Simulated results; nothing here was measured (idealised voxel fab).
process module | voxel released beams
cross-section cut | 270 nm wide | cells 5 nm
A cross-section is a grid of square cells, given in bands from the top down. A band is one or more rows of cells.
Each band's line starts with the height of the band's top and of its bottom, in nm. Then come its materials from left to right, each with its width in nm. One material with "throughout" fills the band from edge to edge. "air" is empty space.
Height 0 is the level under which the wafer as received is all one material. The lowest band goes on downwards, as in "0 down".
A width such as "30 to 40" changes by the same amount from each row of cells to the next, from the band's top row to its bottom row.
"no change" after a step means that no cell of the cross-section changed.
closed voids: empty space of 8 cells or more with no open way to the top, each as width x height at its distance from the left edge, in nm
after a step's settings: what the simulator itself notes on the step
overlay nm, on a step with a mask: how far to the right of its planned place the mask lay; to the left if negative
plan
1 op RECEIVE | material Si
2 op CONFORMAL_DEP | material Al2O3 | thk nm 10
3 op DIRECTIONAL_DEP | material SiO2 | thk nm 15
4 op PATTERN | tone open | mask id ANCHOR | material resist | width nm 40 | thk nm 15 | overlay nm 0
5 op DIRECTIONAL_ETCH | etch materials SiO2 | depth nm 15
6 op STRIP | etch materials resist
7 op CONFORMAL_DEP | material polySi | thk nm 15
8 op PATTERN | tone cover | mask id BEAM | material resist | width nm 125 | thk nm 20 | overlay nm 0
9 op DIRECTIONAL_ETCH | etch materials polySi | depth nm 15
10 op STRIP | etch materials resist
11 op STRIP | etch materials SiO2
as received, after step 1
  0 down: Si throughout
  closed voids: none
first wafer at the end, as planned
  40 to 25: air 70 | polySi 20 | air 10 | polySi 95 | air 75
  25 to 10: air 75 | polySi 40 | air 155
  10 to 0: Al2O3 throughout
  0 down: Si throughout
  closed voids: none
second wafer at the end: like start, like plan, one mistake
  55 to 40: air 70 | polySi 125 | air 75
  40 to 25: polySi throughout
  25 to 10: SiO2 75 | polySi 40 | SiO2 155
  10 to 0: Al2O3 throughout
  0 down: Si throughout
  closed voids: none
what went wrong: step 7 was run twice
at the end the second wafer has, in cells: 138 more of SiO2 | 168 more of polySi
